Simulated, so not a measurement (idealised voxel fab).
Process module heading - voxel capacitor over wiring
cross-section cut | 160 nm wide | cells 5 nm
Notation: cross-section as square-cell grid; stated in bands, top first, going down; one or more cell rows per band. Per band: top height and bottom height in nm, followed by the left-to-right materials and their widths in nm; "full width" marks a single material spanning edge to edge, "air" marks empty space. Heights are reckoned from 0. Under this level, the received wafer is all of one material. The bottommost band is open-ended downward, for example "from 0 down". When a width is written as two numbers, as in "30 to 40", the first number is the width in the top row of cells of the band and the second is the width in its bottom row, and the width changes by the same amount from each row to the next. It should be understood that the words "changes: none", when stated for a given step, signify that the cross-section underwent no change in any of its cells during that step. Enclosed voids (no open way to top), threshold 8 cells or more, entry "Closed void roster", notation width x height at distance, distance from left edge, nm. Formally, on a step line, whatever follows the settings is a remark that the simulator itself makes on the step. When a step includes a mask, the "overlay nm" setting on its line states how far to the right of its planned place that mask lay, and negative values state how far to the left.
THIS SECTION LISTS THE PROCESS STEPS THAT WERE PLANNED
1,RECEIVE, material Si
2,CONFORMAL_DEP, material SiO2, thk nm 10
3,DIRECTIONAL_DEP, material TiN, thk nm 5
4,DIRECTIONAL_DEP, material Ru, thk nm 15
5,PATTERN, tone cover, mask id METAL_1, material resist, width nm 25, pitch nm 95, thk nm 20, overlay nm 0
6,DIRECTIONAL_ETCH, etch materials Ru, depth nm 15
7,DIRECTIONAL_ETCH, etch materials TiN, depth nm 5
8,STRIP, etch materials resist
9,CONFORMAL_DEP, material SiCN, thk nm 5
10,FILL_DEP, material SiO2, thk nm 5
11,CMP, height nm 30
12,CONFORMAL_DEP, material SiCN, thk nm 5
13,DIRECTIONAL_DEP, material SiO2, thk nm 15
14,DIRECTIONAL_DEP, material aC, thk nm 10
15,PATTERN, tone open, mask id PLUG_1, material resist, width nm 15, thk nm 25, overlay nm 0
16,DIRECTIONAL_ETCH, etch materials aC, depth nm 10
17,STRIP, etch materials resist
18,DIRECTIONAL_ETCH, etch materials SiO2, depth nm 15
19,DIRECTIONAL_ETCH, etch materials SiCN, depth nm 5
20,STRIP, etch materials aC
21,CONFORMAL_DEP, material TiN, thk nm 5
22,FILL_DEP, material Cu, thk nm 5
23,CMP, height nm 50
24,DIRECTIONAL_DEP, material TiN, thk nm 10
25,DIRECTIONAL_DEP, material HfO2, thk nm 5
26,DIRECTIONAL_DEP, material TiN, thk nm 10
27,DIRECTIONAL_DEP, material aC, thk nm 10
28,PATTERN, tone cover, mask id UPPER_PLATE, material resist, width nm 75, thk nm 30, overlay nm 0
29,DIRECTIONAL_ETCH, etch materials aC, depth nm 10
30,STRIP, etch materials resist
31,DIRECTIONAL_ETCH, etch materials TiN, depth nm 5
32,DIRECTIONAL_ETCH, etch materials HfO2, depth nm 5
33,STRIP, etch materials aC
34,DIRECTIONAL_DEP, material aC, thk nm 10
35,PATTERN, tone cover, mask id LOWER_PLATE, material resist, width nm 85, thk nm 25, overlay nm 0
36,DIRECTIONAL_ETCH, etch materials aC, depth nm 10
37,STRIP, etch materials resist
38,DIRECTIONAL_ETCH, etch materials TiN, depth nm 10
39,STRIP, etch materials aC
40,FILL_DEP, material SiO2, thk nm 20
41,CMP, height nm 90
42,MASKED_ETCH, tone open, mask id PLUG_2, width nm 15, etch materials SiO2, depth nm 15, overlay nm 0
43,CONFORMAL_DEP, material TiN, thk nm 5
44,FILL_DEP, material Cu, thk nm 5
45,CMP, height nm 90
46,CONFORMAL_DEP, material SiN, thk nm 5
For this document, wafers share an identical start and vary in the step 31 depth nm; the plan quotes the first wafer's value.
FIRST WAFER AS RECEIVED, AFTER STEP 1
from 0 down | Si full width
Closed void roster: none
WAFER ROWS, END OF MODULE: CELLS PER MATERIAL GAINED (+) OR LOST (-) SINCE RECEIPT; CLOSED VOIDS LAST
depth nm 5; +5 Cu; +32 HfO2; +30 Ru; +63 SiCN; +32 SiN; +324 SiO2; +122 TiN; Closed void roster: none
depth nm 10; +5 Cu; +15 HfO2; +30 Ru; +63 SiCN; +32 SiN; +373 SiO2; +90 TiN; Closed void roster: none
depth nm 15; +5 Cu; +15 HfO2; +30 Ru; +63 SiCN; +32 SiN; +373 SiO2; +90 TiN; Closed void roster: none
depth nm 20; +5 Cu; +15 HfO2; +30 Ru; +63 SiCN; +32 SiN; +373 SiO2; +90 TiN; Closed void roster: none
depth nm 25; +5 Cu; +15 HfO2; +30 Ru; +63 SiCN; +32 SiN; +373 SiO2; +90 TiN; Closed void roster: none
